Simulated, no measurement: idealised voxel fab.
Herein follows the process module entitled voxel wiring stack.
This is section cut - it's 205 nm across, gridded in 5 nm square cells.
A cross-section in this document is a grid of square cells, and it is written down as bands, the top band listed before the ones below it; a band is made up of one or more rows of cells. Look at the band entry: it leads with the top's height and the bottom's height in nm. Then it lists the materials left to right, with a width in nm for each. The word "edge to edge" on a single material says that material fills the band edge to edge. The word "blank" is empty space. Basically, 0 is our baseline, since under it the wafer straight out of the box is all one material. The bottom band has no lower end and keeps on going down, so it looks like "0 -> down". Quick explanation for "30..40": the width changes in equal steps down the rows of cells, from the first number in the band's top row to the second number in its bottom row. No cell of the cross-section changed in a step that is given as "stayed the same". Entry "Enclosed void listing" = empty spaces >= 8 cells with no open way to the top; each as width x height at distance, distance from left edge, all nm. Post-settings text on a step line: simulator's own remark regarding the step. On any step carrying a mask, the "overlay nm" setting, if present on the step's line, tells how far right of its planned place the mask lay; negative values point to the left.
-- plan
1) RECEIVE: material Si
2) CONFORMAL_DEP: material SiO2, thk nm 15
3) DIRECTIONAL_DEP: material TiN, thk nm 5
4) DIRECTIONAL_DEP: material W, thk nm 20
5) PATTERN: tone cover, mask id METAL_1, material resist, width nm 30, pitch nm 45, thk nm 15, overlay nm 0
6) DIRECTIONAL_ETCH: etch materials W, depth nm 20
7) DIRECTIONAL_ETCH: etch materials TiN, depth nm 5
8) STRIP: etch materials resist
9) FILL_DEP: material lowk, thk nm 10
10) CMP: height nm 40
11) CONFORMAL_DEP: material SiCN, thk nm 5
12) DIRECTIONAL_DEP: material lowk, thk nm 15
13) DIRECTIONAL_DEP: material aC, thk nm 15
14) PATTERN: tone open, mask id PLUG_1, material resist, width nm 15, pitch nm 45, thk nm 30, overlay nm 0
15) DIRECTIONAL_ETCH: etch materials aC, depth nm 15
16) STRIP: etch materials resist
17) DIRECTIONAL_ETCH: etch materials lowk, depth nm 15
18) DIRECTIONAL_ETCH: etch materials SiCN, depth nm 5
19) STRIP: etch materials aC
20) EPI: material Ru, thk nm 10
21) EPI: material Ru, thk nm 10
22) DIRECTIONAL_DEP: material TiN, thk nm 5
23) DIRECTIONAL_DEP: material Ru, thk nm 25
24) PATTERN: tone cover, mask id METAL_2, material resist, width nm 30, pitch nm 45, thk nm 15, overlay nm 0
25) DIRECTIONAL_ETCH: etch materials Ru, depth nm 25
26) DIRECTIONAL_ETCH: etch materials TiN, depth nm 5
27) STRIP: etch materials resist
28) FILL_DEP: material SiO2, thk nm 10
29) CMP: height nm 90
30) CONFORMAL_DEP: material SiCN, thk nm 5
31) DIRECTIONAL_DEP: material SiO2, thk nm 15
32) DIRECTIONAL_DEP: material aC, thk nm 15
33) PATTERN: tone open, mask id PLUG_2, material resist, width nm 15, pitch nm 90, thk nm 35, overlay nm 0
34) DIRECTIONAL_ETCH: etch materials aC, depth nm 15
35) STRIP: etch materials resist
36) DIRECTIONAL_ETCH: etch materials SiO2, depth nm 15
37) DIRECTIONAL_ETCH: etch materials SiCN, depth nm 5
38) STRIP: etch materials aC
39) CONFORMAL_DEP: material TiN, thk nm 5
40) FILL_DEP: material Ru, thk nm 5
41) CMP: height nm 110
42) DIRECTIONAL_DEP: material TiN, thk nm 5
43) DIRECTIONAL_DEP: material Ru, thk nm 15
44) MASKED_ETCH: tone cover, mask id METAL_3, width nm 30, pitch nm 45, etch materials Ru, depth nm 15, overlay nm 0
45) MASKED_ETCH: tone cover, mask id METAL_3, width nm 30, pitch nm 45, etch materials TiN, depth nm 5, overlay nm 0
46) CONFORMAL_DEP: material SiCN, thk nm 5
47) FILL_DEP: material SiO2, thk nm 5
48) CMP: height nm 130
49) CONFORMAL_DEP: material SiN, thk nm 5
-- Received-state cross-section, reflecting completion of step 1
0 -> down  Si edge to edge
Enclosed void listing: none
-- Cross-section, end of module. Start: as above. Plan: as above. Execution: one mistake
135 -> 130  SiN edge to edge
130 -> 125  SiO2: 15, SiCN: 40, SiO2: 5, SiCN: 40, SiO2: 5, SiCN: 40, SiO2: 5, SiCN: 40, SiO2: 15
125 -> 115  SiO2: 15, SiCN: 5, Ru: 30, SiCN: 5, SiO2: 5, SiCN: 5, Ru: 30, SiCN: 5, SiO2: 5, SiCN: 5, Ru: 30, SiCN: 5, SiO2: 5, SiCN: 5, Ru: 30, SiCN: 5, SiO2: 15
115 -> 110  SiCN: 20, TiN: 30, SiCN: 15, TiN: 30, SiCN: 15, TiN: 30, SiCN: 15, TiN: 30, SiCN: 20
110 -> 95  SiO2: 20, TiN: 5, Ru: 5, TiN: 5, SiO2: 75, TiN: 5, Ru: 5, TiN: 5, SiO2: 80
95 -> 90  SiCN: 20, TiN: 15, SiCN: 75, TiN: 15, SiCN: 80
90 -> 65  SiO2: 20, Ru: 30, SiO2: 15, Ru: 30, SiO2: 15, Ru: 30, SiO2: 15, Ru: 30, SiO2: 20
65 -> 60  SiO2: 20, TiN: 30, SiO2: 15, TiN: 30, SiO2: 15, TiN: 30, SiO2: 15, TiN: 30, SiO2: 20
60 -> 45  lowk: 20, Ru: 15, lowk: 30, Ru: 15, lowk: 30, Ru: 15, lowk: 30, Ru: 15, lowk: 35
45 -> 40  SiCN: 20, Ru: 15, SiCN: 30, Ru: 15, SiCN: 30, Ru: 15, SiCN: 30, Ru: 15, SiCN: 35
40 -> 20  lowk: 20, W: 30, lowk: 15, W: 30, lowk: 15, W: 30, lowk: 15, W: 30, lowk: 20
20 -> 15  lowk: 20, TiN: 30, lowk: 15, TiN: 30, lowk: 15, TiN: 30, lowk: 15, TiN: 30, lowk: 20
15 -> 0  SiO2 edge to edge
0 -> down  Si edge to edge
Enclosed void listing: none
So what did we get wrong on this run? step 43 did not use the planned setting and instead ran as DIRECTIONAL_DEP: material Ru, thk nm 10
